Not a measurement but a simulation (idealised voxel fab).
Herein follows the process module entitled voxel local oxidation.
Section cut is 265 nm wide and gridded with 5 nm square cells.
In this document a cross-section is written as a grid of square cells. It is given as a series of bands, listed from the top down, and a band is one or more rows of cells.
Within each band entry, the heights of the top and of the bottom of the band appear first, in that order and in nm; the materials of the band then follow from left to right, each with its corresponding width in nm. The designation "everywhere" on a single material indicates that it fills the band from edge to edge; the designation "empty" indicates empty space.
All heights in this document are referenced to 0, defined as the level beneath which the wafer, as received, consists entirely of one material. The lowest band is not bounded below; it extends indefinitely downward and is written in the form "z 0 and below".
Think of "30 to 40" as a width that walks from the first number to the second as you go down the band, top row to bottom row, taking equal-sized steps from row to row.
"identical to before" after a step means that no cell of the cross-section changed.
Listed in "Tabulated closed voids": every empty space of 8 or more cells without an open way to the top. Form: width x height at distance, the distance being from the left edge, all in nm.
On each step's line, the part that comes after the settings is the simulator's own comment on the step.
The "overlay nm" setting may appear on a step's line; for a step that uses a mask, it gives how far to the right of its planned position the mask lay, and a negative value indicates the left.

-- Here's what the planned process steps look like
| 1 | RECEIVE,material Si |
| 2 | CONFORMAL_DEP,material SiO2,thk nm 5 |
| 3 | CONFORMAL_DEP,material SiN,thk nm 15 |
| 4 | DIRECTIONAL_DEP,material aC,thk nm 15 |
| 5 | PATTERN,tone cover,mask id ACTIVE,material resist,width nm 115,thk nm 35,overlay nm 0 |
| 6 | DIRECTIONAL_ETCH,etch materials aC,depth nm 15 |
| 7 | STRIP,etch materials resist |
| 8 | DIRECTIONAL_ETCH,etch materials SiN,depth nm 15 |
| 9 | STRIP,etch materials aC |
| 10 | SELECTIVE_ETCH,etch materials SiO2,depth nm 5 |
| 11 | OXIDIZE,depth nm 10 |
| 12 | STRIP,etch materials SiN |

-- As-received wafer cross-section (after step 1)
    z 0 and below = Si everywhere
    Tabulated closed voids: none

-- Cross-section, first of two wafers, end of module, run as planned
    z 5 to 0 = empty (80) | SiO2 (105) | empty (80)
    z 0 to -10 = SiO2 (90) | Si (85) | SiO2 (90)
    z -10 and below = Si everywhere
    Tabulated closed voids: none

-- Presented here is a cross-section of the second of the two wafers as it stood at the end of the module. It was started in the same manner and assigned the same plan as the first wafer; however, one mistake was made in its execution
    z 15 to 0 = SiO2 everywhere
    z 0 and below = Si everywhere
    Tabulated closed voids: none
Against the plan, the run slipped here: step 3 did not use the planned setting and instead ran as CONFORMAL_DEP,material SiO2,thk nm 15
Upon completion, the second wafer contains, in terms of cells, a greater or smaller amount of certain materials than the first wafer: Si +72, SiO2 +66
